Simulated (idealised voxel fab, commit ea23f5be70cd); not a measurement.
Herein follows the process module entitled voxel gate over fins.
Square cell edge 5 nm, section width 230 nm, ID cut.
Cross-section format: a grid of square cells, given as bands from top to bottom; each band is one or more rows of cells. Each band's line starts with the height of the band's top and of its bottom, in nm. Then come its materials from left to right, each with its width in nm. One material with "edge to edge" fills the band from edge to edge. "air" is empty space. Counting heights begins at 0, where everything beneath is, in the wafer as received, one material. The lowest band has no bottom; it goes on downwards, as "0 nm and below" shows. Per-row width for "30->40": begins at first number (top row of band), ends at second number (bottom row), increment between rows held constant. Step marked "remains unaltered"? Then no cell in the cross-section changed in it. In the "Closed cavity list" entry, you get each enclosed empty space of 8 cells or more, one with no open way to the top, written width x height at distance, distance from the left edge, in nm. Post-settings text on a step line: simulator's own remark regarding the step. If you see "overlay nm" on a step's line and that step has a mask, it's telling you how far right of where it was planned the mask ended up; a negative number means it went left instead.
## Steps planned for the process
1 RECEIVE: material Si
2 CONFORMAL_DEP: material SiN, thk nm 10
3 MASKED_ETCH: tone cover, mask id FINS, width nm 15, pitch nm 50, etch materials SiN, depth nm 10, overlay nm 0
4 MASKED_ETCH: tone cover, mask id FINS, width nm 15, pitch nm 50, etch materials Si, depth nm 35, overlay nm -15
5 FILL_DEP: material SiO2, thk nm 5
6 CMP: height nm 10
7 MASKED_ETCH: tone open, mask id RAIL, width nm 15, etch materials SiO2, depth nm 40, overlay nm 0
8 CONFORMAL_DEP: material TiN, thk nm 5
9 FILL_DEP: material Ru, thk nm 10
10 CMP: height nm 10
11 SELECTIVE_ETCH: etch materials W Ru TiN, depth nm 35
12 FILL_DEP: material SiO2, thk nm 5
13 CMP: height nm 10
14 SELECTIVE_ETCH: etch materials SiO2, depth nm 25
15 STRIP: etch materials SiN
16 CONFORMAL_DEP: material HfO2, thk nm 5
17 CONFORMAL_DEP: material TiN, thk nm 5
18 CONFORMAL_DEP: material TiAl, thk nm 5
19 CONFORMAL_DEP: material TiN, thk nm 5
20 FILL_DEP: material W, thk nm 10
21 CMP: height nm 25
22 CONFORMAL_DEP: material SiCN, thk nm 5
Wafers differ in overlay nm at step 4; plan lists the first wafer's value; identical starting state.
## The first of several wafers, as received after step 1, seen in section
	0 nm and below  Si edge to edge
	Closed cavity list: none
## First of several wafers: cross-section at the end of the module, after step 22, its last step
	30 nm to 25 nm  SiCN edge to edge
	25 nm to 20 nm  W edge to edge
	20 nm to 15 nm  45 of W; 120 of TiN; 65 of W
	15 nm to 10 nm  45 of W; 5 of TiN; 110 of TiAl; 5 of TiN; 65 of W
	10 nm to 5 nm  45 of W; 5 of TiN; 5 of TiAl; 100 of TiN; 5 of TiAl; 5 of TiN; 65 of W
	5 nm to 0 nm  50 of TiN; 5 of TiAl; 5 of TiN; 40 of HfO2; 10 of TiN; 40 of HfO2; 5 of TiN; 5 of TiAl; 70 of TiN
	0 nm to -5 nm  55 of TiAl; 5 of TiN; 5 of HfO2; 30 of Si; 5 of HfO2; 10 of TiN; 5 of HfO2; 30 of Si; 5 of HfO2; 5 of TiN; 75 of TiAl
	-5 nm to -10 nm  60 of TiN; 5 of HfO2; 30 of Si; 5 of HfO2; 10 of TiN; 5 of HfO2; 30 of Si; 5 of HfO2; 80 of TiN
	-10 nm to -15 nm  65 of HfO2; 30 of Si; 20 of HfO2; 30 of Si; 85 of HfO2
	-15 nm to -25 nm  65 of SiO2; 30 of Si; 20 of SiO2; 30 of Si; 85 of SiO2
	-25 nm to -30 nm  65 of SiO2; 30 of Si; 10 of SiO2; 10 of TiN; 30 of Si; 85 of SiO2
	-30 nm to -35 nm  65 of SiO2; 30 of Si; 20 of SiO2; 30 of Si; 85 of SiO2
	-35 nm and below  Si edge to edge
	Closed cavity list: none
## End of module, last wafer sectioned
	30 nm to 25 nm  SiCN edge to edge
	25 nm to 20 nm  W edge to edge
	20 nm to 15 nm  60 of W; 120 of TiN; 50 of W
	15 nm to 10 nm  60 of W; 5 of TiN; 110 of TiAl; 5 of TiN; 50 of W
	10 nm to 5 nm  60 of W; 5 of TiN; 5 of TiAl; 100 of TiN; 5 of TiAl; 5 of TiN; 50 of W
	5 nm to 0 nm  65 of TiN; 5 of TiAl; 5 of TiN; 40 of HfO2; 10 of TiN; 40 of HfO2; 5 of TiN; 5 of TiAl; 55 of TiN
	0 nm to -5 nm  70 of TiAl; 5 of TiN; 5 of HfO2; 30 of Si; 5 of HfO2; 10 of TiN; 5 of HfO2; 30 of Si; 5 of HfO2; 5 of TiN; 60 of TiAl
	-5 nm to -10 nm  75 of TiN; 5 of HfO2; 30 of Si; 5 of HfO2; 10 of TiN; 5 of HfO2; 30 of Si; 5 of HfO2; 65 of TiN
	-10 nm to -15 nm  80 of HfO2; 30 of Si; 20 of HfO2; 30 of Si; 70 of HfO2
	-15 nm to -25 nm  80 of SiO2; 30 of Si; 20 of SiO2; 30 of Si; 70 of SiO2
	-25 nm to -30 nm  80 of SiO2; 30 of Si; 10 of TiN; 10 of SiO2; 30 of Si; 70 of SiO2
	-30 nm to -35 nm  80 of SiO2; 30 of Si; 20 of SiO2; 30 of Si; 70 of SiO2
	-35 nm and below  Si edge to edge
	Closed cavity list: none
## each wafer at the end: cells of each material gained (+) or lost (-) since it was received, then its closed voids
overlay nm -15, +58 HfO2, -238 Si, +46 SiCN, +134 SiO2, +52 TiAl, +112 TiN, +112 W, Closed cavity list: none
overlay nm -10, +58 HfO2, -252 Si, +46 SiCN, +141 SiO2, +55 TiAl, +113 TiN, +115 W, Closed cavity list: none
overlay nm -5, +58 HfO2, -266 Si, +46 SiCN, +149 SiO2, +58 TiAl, +113 TiN, +118 W, Closed cavity list: none
overlay nm 0, +58 HfO2, -280 Si, +46 SiCN, +157 SiO2, +58 TiAl, +116 TiN, +121 W, Closed cavity list: none
overlay nm 5, +58 HfO2, -266 Si, +46 SiCN, +149 SiO2, +58 TiAl, +113 TiN, +118 W, Closed cavity list: none
overlay nm 10, +58 HfO2, -252 Si, +46 SiCN, +141 SiO2, +55 TiAl, +113 TiN, +115 W, Closed cavity list: none
overlay nm 15, +58 HfO2, -238 Si, +46 SiCN, +134 SiO2, +52 TiAl, +112 TiN, +112 W, Closed cavity list: none
